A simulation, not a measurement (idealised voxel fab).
This section sets out a process module, namely voxel quadruple lines.
FYI the section here is cut, 195 nm wide, cells are 5 nm squares.
Cross-section format: a grid of square cells, given as bands from top to bottom; each band is one or more rows of cells.
Read a band's entry like this: the first values are the height of its top and the height of its bottom in nm, and what follows is the sequence of materials from left to right, each with its width in nm. Note that "air" is empty space, and that a single material marked "edge to edge" reaches across the band from edge to edge.
Height reference: 0 = level under which incoming wafer is all one material. Lowest band: no bottom, runs on downward, e.g. "0 down".
Think of "30..40" as a width that walks from the first number to the second as you go down the band, top row to bottom row, taking equal-sized steps from row to row.
Step marked "nothing altered"? Then no cell in the cross-section changed in it.
The label "Enclosed internal voids" introduces a list of the empty spaces, 8 cells or larger, that have no open way up to the top; each entry in it reads width x height at distance, where the distance is taken from the left edge and all three are stated in nm.
Text after the settings on a step's line: the simulator's own remark on that step.
overlay nm, on a step with a mask: how far to the right of its planned place the mask lay; to the left if negative
# Process steps - plan
step 1: RECEIVE [material Si]
step 2: CONFORMAL_DEP [material Al2O3] [thk nm 5]
step 3: DIRECTIONAL_DEP [material W] [thk nm 10]
step 4: DIRECTIONAL_DEP [material polySi] [thk nm 15]
step 5: DIRECTIONAL_DEP [material aC] [thk nm 25]
step 6: PATTERN [tone cover] [mask id MANDREL] [material resist] [width nm 25] [thk nm 35] [overlay nm 0]
step 7: DIRECTIONAL_ETCH [etch materials aC] [depth nm 25]
step 8: STRIP [etch materials resist]
step 9: CONFORMAL_DEP [material SiO2] [thk nm 15]
step 10: DIRECTIONAL_ETCH [etch materials SiO2] [depth nm 15]
step 11: STRIP [etch materials aC]
step 12: DIRECTIONAL_ETCH [etch materials polySi] [depth nm 15]
step 13: STRIP [etch materials SiO2]
step 14: CONFORMAL_DEP [material SiCN] [thk nm 5]
step 15: DIRECTIONAL_ETCH [etch materials SiCN] [depth nm 5]
step 16: STRIP [etch materials polySi]
step 17: DIRECTIONAL_ETCH [etch materials W] [depth nm 10]
step 18: STRIP [etch materials SiCN]
step 19: FILL_DEP [material SiO2] [thk nm 5]
step 20: CMP [height nm 15]
# So this is the incoming wafer in cross-section - it's already been through step 1
- 0 down  Si edge to edge
- Enclosed internal voids: none
# a wafer at the end: this start, this plan, one mistake
- 15 to 5  70 nm SiO2  15 nm W  25 nm SiO2  15 nm W  70 nm SiO2
- 5 to 0  Al2O3 edge to edge
- 0 down  Si edge to edge
- Enclosed internal voids: none
Against the plan, the run slipped here: step 16 changed vs plan, executed as STRIP [etch materials SiCN]
